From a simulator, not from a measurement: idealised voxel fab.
Process module under the name voxel transistor to metal
Section shown: cut. Width: 170 nm. Cell size: 5 nm, square.
Heads up, the way a cross-section reads in here is a grid of square cells, handed over as bands from the top down, with every band being one or more rows of cells.
A band entry consists of two parts. The first gives the height of the band's top and the height of its bottom, in nm. The rest lists the band's materials from left to right, each with its width in nm. A single material labelled with the word "full width" fills the band from edge to edge, and the word "air" marks empty space.
Heights are expressed relative to 0, this being the level below which the as-received wafer comprises one material exclusively. The lowest band is unbounded in the downward direction and is denoted as in "0 -> down".
When a width is written as two numbers, as in "30->40", the first number is the width in the top row of cells of the band and the second is the width in its bottom row, and the width changes by the same amount from each row to the next.
No cell of the cross-section changed in a step that is given as "changes: none".
Entry "Closed cavity list" = empty spaces >= 8 cells with no open way to the top; each as width x height at distance, distance from left edge, all nm.
Anything after a step's settings on that line? It's the simulator's own note about the step.
Among the settings permitted on a step's line is "overlay nm"; applied to a step with a mask, it specifies the extent to which the mask lay to the right of its planned position, whereas a negative figure signifies a position to the left.

## Planned process steps
| 1 | RECEIVE,material Si |
| 2 | CONFORMAL_DEP,material SiO2,thk nm 5 |
| 3 | CONFORMAL_DEP,material SiN,thk nm 15 |
| 4 | MASKED_ETCH,tone cover,mask id ACTIVE,width nm 125,etch materials SiN,depth nm 15,overlay nm 0 |
| 5 | MASKED_ETCH,tone cover,mask id ACTIVE,width nm 125,etch materials SiO2,depth nm 5,overlay nm 0 |
| 6 | MASKED_ETCH,tone cover,mask id ACTIVE,width nm 125,etch materials Si,depth nm 35,overlay nm 0 |
| 7 | FILL_DEP,material SiO2,thk nm 10 |
| 8 | CMP,height nm 20 |
| 9 | SELECTIVE_ETCH,etch materials SiO2,depth nm 10 |
| 10 | STRIP,etch materials SiN |
| 11 | SELECTIVE_ETCH,etch materials SiO2,depth nm 5 |
| 12 | OXIDIZE,depth nm 5 |
| 13 | DIRECTIONAL_DEP,material polySi,thk nm 20 |
| 14 | DIRECTIONAL_DEP,material SiCN,thk nm 10 |
| 15 | PATTERN,tone cover,mask id GATE,material resist,width nm 25,thk nm 20,overlay nm 0 |
| 16 | DIRECTIONAL_ETCH,etch materials SiCN,depth nm 20 |
| 17 | DIRECTIONAL_ETCH,etch materials polySi,depth nm 30 |
| 18 | STRIP,etch materials resist |
| 19 | CONFORMAL_DEP,material SiO2,thk nm 5 |
| 20 | DIRECTIONAL_ETCH,etch materials SiO2,depth nm 5 |
| 21 | CONFORMAL_DEP,material SiN,thk nm 10 |
| 22 | DIRECTIONAL_ETCH,etch materials SiN,depth nm 10 |
| 23 | DIRECTIONAL_ETCH,etch materials SiO2,depth nm 5 |
| 24 | DIRECTIONAL_ETCH,etch materials Si,depth nm 10 |
| 25 | EPI,material pSi,thk nm 15 |
| 26 | FILL_DEP,material SiO2,thk nm 5 |
| 27 | CMP,height nm 30 |
| 28 | DIRECTIONAL_DEP,material SiO2,thk nm 10 |
| 29 | MASKED_ETCH,tone open,mask id CONTACT,width nm 35,pitch nm 70,etch materials SiO2,depth nm 30,overlay nm 0 |
| 30 | CONFORMAL_DEP,material TiN,thk nm 5 |
| 31 | FILL_DEP,material W,thk nm 5 |
| 32 | CMP,height nm 40 |
| 33 | CONFORMAL_DEP,material SiCN,thk nm 5 |
| 34 | DIRECTIONAL_DEP,material SiO2,thk nm 20 |
| 35 | DIRECTIONAL_DEP,material aC,thk nm 10 |
| 36 | PATTERN,tone open,mask id METAL_1,material resist,width nm 20,pitch nm 85,thk nm 25,overlay nm 0 |
| 37 | DIRECTIONAL_ETCH,etch materials aC,depth nm 10 |
| 38 | STRIP,etch materials resist |
| 39 | DIRECTIONAL_ETCH,etch materials SiO2,depth nm 20 |
| 40 | DIRECTIONAL_ETCH,etch materials SiCN,depth nm 5 |
| 41 | STRIP,etch materials aC |
| 42 | CONFORMAL_DEP,material TiN,thk nm 5 |
| 43 | FILL_DEP,material Cu,thk nm 10 |
| 44 | CMP,height nm 65 |
| 45 | CONFORMAL_DEP,material SiCN,thk nm 5 |

## Cross-section of the incoming wafer, state after step 1
  0 -> down | Si full width
  Closed cavity list: none

## Module complete, cross-section. Starting point and plan per above. One mistake made in running the module
  70 -> 65 | SiCN full width
  65 -> 45 | SiO2 30 nm | TiN 5 nm | Cu 10 nm | TiN 5 nm | SiO2 65 nm | TiN 5 nm | Cu 10 nm | TiN 5 nm | SiO2 35 nm
  45 -> 40 | SiCN 30 nm | TiN 20 nm | SiCN 65 nm | TiN 20 nm | SiCN 35 nm
  40 -> 30 | SiO2 30 nm | TiN 5 nm | W 25->15 nm | TiN 5->15 nm | SiO2 35 nm | TiN 5->15 nm | W 25->15 nm | TiN 5 nm | SiO2 35 nm
  30 -> 20 | SiO2 30 nm | TiN 5 nm | W 15 nm | TiN 5 nm | SiN 10 nm | SiO2 5 nm | SiCN 25 nm | SiO2 5 nm | SiN 10 nm | TiN 5 nm | W 15 nm | TiN 5 nm | SiO2 35 nm
  20 -> 15 | SiO2 30 nm | TiN 5 nm | W 15 nm | TiN 5 nm | SiN 10 nm | SiO2 5 nm | polySi 25 nm | SiO2 5 nm | SiN 10 nm | TiN 5 nm | W 15 nm | TiN 5 nm | SiO2 35 nm
  15 -> 10 | SiO2 30 nm | TiN 25 nm | SiN 10 nm | SiO2 5 nm | polySi 25 nm | SiO2 5 nm | SiN 10 nm | TiN 25 nm | SiO2 35 nm
  10 -> 5 | SiO2 25 nm | pSi 30 nm | SiN 10 nm | SiO2 5 nm | polySi 25 nm | SiO2 5 nm | SiN 10 nm | pSi 30 nm | SiO2 30 nm
  5 -> 0 | SiO2 20 nm | SiN 10 nm | pSi 25 nm | SiN 10 nm | SiO2 5 nm | polySi 25 nm | SiO2 5 nm | SiN 10 nm | pSi 25 nm | SiN 10 nm | SiO2 25 nm
  0 -> -5 | SiO2 30 nm | pSi 25 nm | SiO2 55 nm | pSi 25 nm | SiO2 35 nm
  -5 -> -15 | SiO2 20 nm | Si 10 nm | pSi 25 nm | Si 55 nm | pSi 25 nm | Si 10 nm | SiO2 25 nm
  -15 -> -70 | SiO2 20 nm | Si 125 nm | SiO2 25 nm
  -70 -> down | Si full width
  Closed cavity list: none
So what did we get wrong on this run? plan step 6 ran twice
